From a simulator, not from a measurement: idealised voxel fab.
process module | voxel ribs on slabs
Square cells of 5 nm make up the cross-section cut, whose width is 300 nm.
Format of a cross-section: grid, square cells. Given as bands. Order: top down. Band: one or more rows of cells.
Heads up on the band format: heights come first, top then bottom, in nm. After that it's the materials left to right, each with its width in nm. A single material flagged "full width" fills the whole band edge to edge, and "blank" means there's empty space there.
Heights from 0 (as-received wafer is one material below). Bottom band endless downward, as "0..down".
Per-row width for "30->40": begins at first number (top row of band), ends at second number (bottom row), increment between rows held constant.
Reading "everything unchanged" for a step: not a cell of the cross-section changed in it.
The entry "Trapped voids" lists the empty spaces that cover at least 8 cells and have no open path to the top. Each is written as width x height at distance, where the distance is measured from the left edge and all three values are in nm.
Note: text after step settings on the step line = simulator remark on that step.
Among the settings permitted on a step's line is "overlay nm"; applied to a step with a mask, it specifies the extent to which the mask lay to the right of its planned position, whereas a negative figure signifies a position to the left.
PLANNED STEP LIST FOR THE PROCESS
step 1: RECEIVE | material Si
step 2: DIRECTIONAL_DEP | material SiO2 | thk nm 30
step 3: DIRECTIONAL_DEP | material polySi | thk nm 20
step 4: MASKED_ETCH | tone cover | mask id RIB | width nm 20 | etch materials polySi | depth nm 5 | overlay nm 0
step 5: DIRECTIONAL_DEP | material aC | thk nm 10
step 6: PATTERN | tone cover | mask id SLAB | material resist | width nm 50 | thk nm 30 | overlay nm 0
step 7: DIRECTIONAL_ETCH | etch materials aC | depth nm 10
step 8: STRIP | etch materials resist
step 9: DIRECTIONAL_ETCH | etch materials polySi | depth nm 15
step 10: STRIP | etch materials aC
step 11: FILL_DEP | material SiO2 | thk nm 25
step 12: CMP | height nm 70
step 13: DIRECTIONAL_DEP | material TiN | thk nm 10
step 14: PATTERN | tone cover | mask id HEATER | material resist | width nm 30 | thk nm 15 | overlay nm 0
step 15: DIRECTIONAL_ETCH | etch materials TiN | depth nm 10
step 16: STRIP | etch materials resist
step 17: CONFORMAL_DEP | material SiO2 | thk nm 5
FIRST OF THE TWO WAFERS, RUN PER PLAN
CROSS-SECTION OF THE WAFER AT RECEIPT, WHICH IS THE CONDITION AFTER STEP 1
0..down = Si full width
Trapped voids: none
THE FOLLOWING CROSS-SECTION DEPICTS THE WAFER UPON COMPLETION OF STEP 2
30..0 = SiO2 full width
Lower than 0, everything is as it was.
THE FOLLOWING CROSS-SECTION DEPICTS THE WAFER UPON COMPLETION OF STEP 3
50..30 = polySi full width
Lower than 30, everything is as it was.
THE FOLLOWING CROSS-SECTION DEPICTS THE WAFER UPON COMPLETION OF STEP 4
50..45 = blank=140  polySi=20  blank=140
Lower than 45, everything is as it was.
THE FOLLOWING CROSS-SECTION DEPICTS THE WAFER UPON COMPLETION OF STEP 5
60..55 = blank=140  aC=20  blank=140
55..50 = aC full width
50..45 = aC=140  polySi=20  aC=140
Lower than 45, everything is as it was.
THE FOLLOWING CROSS-SECTION DEPICTS THE WAFER UPON COMPLETION OF STEP 6
90..60 = blank=125  resist=50  blank=125
60..55 = blank=125  resist=15  aC=20  resist=15  blank=125
Lower than 55, everything is as it was.
THE FOLLOWING CROSS-SECTION DEPICTS THE WAFER UPON COMPLETION OF STEP 7
80..60 = blank=125  resist=50  blank=125
60..55 = blank=125  resist=15  aC=20  resist=15  blank=125
55..50 = blank=125  aC=50  blank=125
50..45 = blank=125  aC=15  polySi=20  aC=15  blank=125
Lower than 45, everything is as it was.
THE FOLLOWING CROSS-SECTION DEPICTS THE WAFER UPON COMPLETION OF STEP 8
60..50 = blank=140->125  aC=20->50  blank=140->125
Lower than 50, everything is as it was.
THE FOLLOWING CROSS-SECTION DEPICTS THE WAFER UPON COMPLETION OF STEP 9
60..50 = blank=140->125  aC=20->50  blank=140->125
50..45 = blank=125  aC=15  polySi=20  aC=15  blank=125
45..30 = blank=125  polySi=50  blank=125
Lower than 30, everything is as it was.
THE FOLLOWING CROSS-SECTION DEPICTS THE WAFER UPON COMPLETION OF STEP 10
50..45 = blank=140  polySi=20  blank=140
Lower than 45, everything is as it was.
THE FOLLOWING CROSS-SECTION DEPICTS THE WAFER UPON COMPLETION OF STEP 11
75..50 = SiO2 full width
50..45 = SiO2=140  polySi=20  SiO2=140
45..30 = SiO2=125  polySi=50  SiO2=125
Lower than 30, everything is as it was.
THE FOLLOWING CROSS-SECTION DEPICTS THE WAFER UPON COMPLETION OF STEP 12
70..50 = SiO2 full width
Lower than 50, everything is as it was.
THE FOLLOWING CROSS-SECTION DEPICTS THE WAFER UPON COMPLETION OF STEP 13
80..70 = TiN full width
Lower than 70, everything is as it was.
THE FOLLOWING CROSS-SECTION DEPICTS THE WAFER UPON COMPLETION OF STEP 14
95..80 = blank=135  resist=30  blank=135
Lower than 80, everything is as it was.
THE FOLLOWING CROSS-SECTION DEPICTS THE WAFER UPON COMPLETION OF STEP 15
95..80 = blank=135  resist=30  blank=135
80..70 = blank=135  TiN=30  blank=135
Lower than 70, everything is as it was.
THE FOLLOWING CROSS-SECTION DEPICTS THE WAFER UPON COMPLETION OF STEP 16
80..70 = blank=135  TiN=30  blank=135
Lower than 70, everything is as it was.
THE FOLLOWING CROSS-SECTION DEPICTS THE WAFER UPON COMPLETION OF STEP 17
85..80 = blank=130  SiO2=40  blank=130
80..75 = blank=130  SiO2=5  TiN=30  SiO2=5  blank=130
75..70 = SiO2=135  TiN=30  SiO2=135
Lower than 70, everything is as it was.
THE SECOND WAFER: COMMON ORIGIN AND PLAN, ONE MISTAKE IN EXECUTION, IDENTICAL TO THE FIRST THROUGH STEP 13
CROSS-SECTION OF THE SECOND WAFER CORRESPONDING TO THE PLANNED CONCLUSION OF STEP 14
95..80 = blank=145  resist=30  blank=125
Lower than 80, everything is as it was.
CROSS-SECTION OF THE SECOND WAFER CORRESPONDING TO THE PLANNED CONCLUSION OF STEP 15
95..80 = blank=145  resist=30  blank=125
80..70 = blank=145  TiN=30  blank=125
Lower than 70, everything is as it was.
CROSS-SECTION OF THE SECOND WAFER CORRESPONDING TO THE PLANNED CONCLUSION OF STEP 16
80..70 = blank=145  TiN=30  blank=125
Lower than 70, everything is as it was.
CROSS-SECTION OF THE SECOND WAFER CORRESPONDING TO THE PLANNED CONCLUSION OF STEP 17
85..80 = blank=140  SiO2=40  blank=120
80..75 = blank=140  SiO2=5  TiN=30  SiO2=5  blank=120
75..70 = SiO2=145  TiN=30  SiO2=125
Lower than 70, everything is as it was.
Heads up, the wafer didn't run the way we planned it: it should be noted that step 14 was executed with settings other than those planned, the operation and settings actually applied being PATTERN | tone cover | mask id HEATER | material resist | width nm 30 | thk nm 15 | overlay nm 10
Upon completion, the cell count for each material on the second wafer equals that on the first, whereas the spatial distribution of those cells differs.
